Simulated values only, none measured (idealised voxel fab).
Process module name: voxel released beams
For reference, the cross-section in this document is cut, with width 160 nm and square cells of 5 nm.
Cross-section spec: square-cell grid; bands listed top down; each band is one or more rows. This entry defines a band. It first specifies the height of the band's top and the height of its bottom in nm, and then specifies the band's materials from left to right, stating each material with its width in nm. The word "full width" identifies a single material that fills the band from edge to edge, while the word "air" identifies empty space. Heights are reckoned from 0. Under this level, the received wafer is all of one material. The bottommost band is open-ended downward, for example "from 0 down". Top row gets the first number, bottom row gets the second, and each row in between changes by the same step: that is how a band width like "30->40" works. A step reported as "no alterations made" is a step in which no cell of the cross-section changed. "Entrapped void list" lists enclosed empty spaces (at least 8 cells, no open path upward to the top), each as width x height at distance from the left edge, in nm. Post-settings text on a step line: simulator's own remark regarding the step. The setting "overlay nm" may be written on the line of a step. When the step uses a mask, the value reports how far to the right of the planned place the mask lay, and a negative value reports that it lay to the left.

PLANNED STEP LIST FOR THE PROCESS
1) RECEIVE: material Si
2) CONFORMAL_DEP: material Al2O3, thk nm 10
3) DIRECTIONAL_DEP: material SiO2, thk nm 10
4) PATTERN: tone open, mask id ANCHOR, material resist, width nm 30, thk nm 15, overlay nm 0
5) DIRECTIONAL_ETCH: etch materials SiO2, depth nm 10
6) STRIP: etch materials resist
7) CONFORMAL_DEP: material SiN, thk nm 10
8) DIRECTIONAL_DEP: material aC, thk nm 15
9) PATTERN: tone cover, mask id BEAM, material resist, width nm 95, thk nm 30, overlay nm 0
10) DIRECTIONAL_ETCH: etch materials aC, depth nm 15
11) STRIP: etch materials resist
12) DIRECTIONAL_ETCH: etch materials SiN, depth nm 10
13) STRIP: etch materials aC
14) STRIP: etch materials SiO2

FIRST OF TWO WAFERS, WITH THE RUN CARRIED OUT AS PLANNED

AS-RECEIVED STATE OF THE WAFER IN CROSS-SECTION, EQUIVALENT TO POST-STEP 1
	from 0 down: Si full width
	Entrapped void list: none

STEP 2 DONE - WAFER CROSS-SECTION
	from 10 to 0: Al2O3 full width
	Below 0, the layers are the same as they were.

STEP 3 DONE - WAFER CROSS-SECTION
	from 20 to 10: SiO2 full width
	Below 10, the layers are the same as they were.

STEP 4 DONE - WAFER CROSS-SECTION
	from 35 to 20: 35 of resist; 30 of air; 95 of resist
	Below 20, the layers are the same as they were.

STEP 5 DONE - WAFER CROSS-SECTION
	from 35 to 20: 35 of resist; 30 of air; 95 of resist
	from 20 to 10: 35 of SiO2; 30 of air; 95 of SiO2
	Below 10, the layers are the same as they were.

STEP 6 DONE - WAFER CROSS-SECTION
	from 20 to 10: 35 of SiO2; 30 of air; 95 of SiO2
	Below 10, the layers are the same as they were.

STEP 7 DONE - WAFER CROSS-SECTION
	from 30 to 20: 45 of SiN; 10 of air; 105 of SiN
	from 20 to 10: 35 of SiO2; 30 of SiN; 95 of SiO2
	Below 10, the layers are the same as they were.

STEP 8 DONE - WAFER CROSS-SECTION
	from 45 to 35: 45 of aC; 10 of air; 105 of aC
	from 35 to 30: aC full width
	from 30 to 20: 45 of SiN; 10 of aC; 105 of SiN
	Below 20, the layers are the same as they were.

STEP 9 DONE - WAFER CROSS-SECTION
	from 75 to 45: 30 of air; 95 of resist; 35 of air
	from 45 to 35: 45 of aC; 10 of resist; 105 of aC
	Below 35, the layers are the same as they were.

STEP 10 DONE - WAFER CROSS-SECTION
	from 60 to 45: 30 of air; 95 of resist; 35 of air
	from 45 to 35: 30 of air; 15 of aC; 10 of resist; 70 of aC; 35 of air
	from 35 to 30: 30 of air; 95 of aC; 35 of air
	Below 30, the layers are the same as they were.

STEP 11 DONE - WAFER CROSS-SECTION
	from 45 to 35: 30 of air; 15 of aC; 10 of air; 70 of aC; 35 of air
	Below 35, the layers are the same as they were.

STEP 12 DONE - WAFER CROSS-SECTION
	from 45 to 35: 30 of air; 15 of aC; 10 of air; 70 of aC; 35 of air
	from 35 to 30: 30 of air; 95 of aC; 35 of air
	from 30 to 20: 30 of air; 15 of SiN; 10 of aC; 70 of SiN; 35 of air
	Below 20, the layers are the same as they were.

STEP 13 DONE - WAFER CROSS-SECTION
	from 30 to 20: 30 of air; 15 of SiN; 10 of air; 70 of SiN; 35 of air
	Below 20, the layers are the same as they were.

STEP 14 DONE - WAFER CROSS-SECTION
	from 30 to 20: 30 of air; 15 of SiN; 10 of air; 70 of SiN; 35 of air
	from 20 to 10: 35 of air; 30 of SiN; 95 of air
	Below 10, the layers are the same as they were.

WAFER TWO. SAME START, SAME PLAN, ONE SLIP IN EXECUTION. SAME AS WAFER ONE THROUGH STEP 6, INCLUSIVE

WHEN STEP 7 SHOULD HAVE ENDED
	from 35 to 20: SiN full width
	from 20 to 10: 35 of SiO2; 30 of SiN; 95 of SiO2
	Below 10, the layers are the same as they were.

WHEN STEP 8 SHOULD HAVE ENDED
	from 50 to 35: aC full width
	Below 35, the layers are the same as they were.

WHEN STEP 9 SHOULD HAVE ENDED
	from 80 to 50: 30 of air; 95 of resist; 35 of air
	Below 50, the layers are the same as they were.

WHEN STEP 10 SHOULD HAVE ENDED
	from 65 to 50: 30 of air; 95 of resist; 35 of air
	from 50 to 35: 30 of air; 95 of aC; 35 of air
	Below 35, the layers are the same as they were.

WHEN STEP 11 SHOULD HAVE ENDED
	from 50 to 35: 30 of air; 95 of aC; 35 of air
	Below 35, the layers are the same as they were.

WHEN STEP 12 SHOULD HAVE ENDED
	from 50 to 35: 30 of air; 95 of aC; 35 of air
	from 35 to 25: 30 of air; 95 of SiN; 35 of air
	Below 25, the layers are the same as they were.

WHEN STEP 13 SHOULD HAVE ENDED
	from 35 to 25: 30 of air; 95 of SiN; 35 of air
	Below 25, the layers are the same as they were.

when step 14 should have ended: no alterations made
Want to know what went wrong? heads up, step 7 didn't go per plan, it actually ran as CONFORMAL_DEP: material SiN, thk nm 15
Materials where the second wafer ends with more or fewer cells than the first: 36 more of SiN; 52 more of SiO2
